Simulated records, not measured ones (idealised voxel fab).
Module name: voxel self aligned contacts (process module)
The cross-section shown here is cut; it is 290 nm wide and divided into square cells measuring 5 nm on a side.
Cross-section layout: square cells on a grid; listed as bands, top to bottom; a band spans one or more cell rows. The entry gives the band's vertical extent as a top height and a bottom height in nm, then its horizontal make-up as materials from left to right, each with a width in nm. "empty" stands for empty space; a single material marked "throughout" fills the band edge to edge. Height reference: 0 = level under which incoming wafer is all one material. Lowest band: no bottom, runs on downward, e.g. "top 0, no bottom". Width "30 to 40": first value at the band's top row of cells, second value at its bottom row, equal change from row to row. Any step labelled "left unchanged" changed none of the cells in the cross-section. Empty spaces without an open route to the top, at least 8 cells in extent, make up the entry "Enclosed void inventory"; each is given as width x height at distance, where the distance is measured from the left edge, and all are in nm. Past the settings on a step's line: simulator remark, on that step. If you see "overlay nm" on a step's line and that step has a mask, it's telling you how far right of where it was planned the mask ended up; a negative number means it went left instead.

**Intended process steps**
1: RECEIVE, material Si
2: OXIDIZE, depth nm 5
3: DIRECTIONAL_DEP, material polySi, thk nm 25
4: DIRECTIONAL_DEP, material SiN, thk nm 20
5: DIRECTIONAL_DEP, material aC, thk nm 15
6: PATTERN, tone cover, mask id GATE, material resist, width nm 25, pitch nm 70, thk nm 30, overlay nm 0
7: DIRECTIONAL_ETCH, etch materials aC, depth nm 15
8: STRIP, etch materials resist
9: DIRECTIONAL_ETCH, etch materials SiN, depth nm 20
10: DIRECTIONAL_ETCH, etch materials polySi, depth nm 25
11: STRIP, etch materials aC
12: CONFORMAL_DEP, material SiN, thk nm 10
13: DIRECTIONAL_ETCH, etch materials SiN, depth nm 10
14: FILL_DEP, material SiO2, thk nm 20
15: CMP, height nm 55
16: MASKED_ETCH, tone open, mask id CONTACT, width nm 55, etch materials SiO2, depth nm 60, overlay nm 0
17: CONFORMAL_DEP, material TiN, thk nm 5
18: FILL_DEP, material W, thk nm 10
19: CMP, height nm 55
20: CONFORMAL_DEP, material SiN, thk nm 5

**Wafer as received: cross-section following step 1**
    top 0, no bottom: Si throughout
    Enclosed void inventory: none

**Here's the wafer cut in cross-section after the module, started and planned just like above, except one thing was done wrong in the run**
    top 60, bottom 55: SiN throughout
    top 55, bottom 50: SiO2=115 | TiN=5 | W=45 | TiN=5 | SiO2=120
    top 50, bottom 45: SiO2=115 | TiN=55 | SiO2=120
    top 45, bottom 25: SiN=105 | SiO2=5 | SiN=65 | SiO2=5 | SiN=110
    top 25, bottom 0: polySi=95 | SiN=10 | SiO2=5 | SiN=10 | polySi=45 | SiN=10 | SiO2=5 | SiN=10 | polySi=100
    top 0, bottom -5: SiO2 throughout
    top -5, no bottom: Si throughout
    Enclosed void inventory: none
What went wrong in running the wafer? not per plan at step 6, really ran PATTERN, tone open, mask id GATE, material resist, width nm 25, pitch nm 70, thk nm 30, overlay nm 0
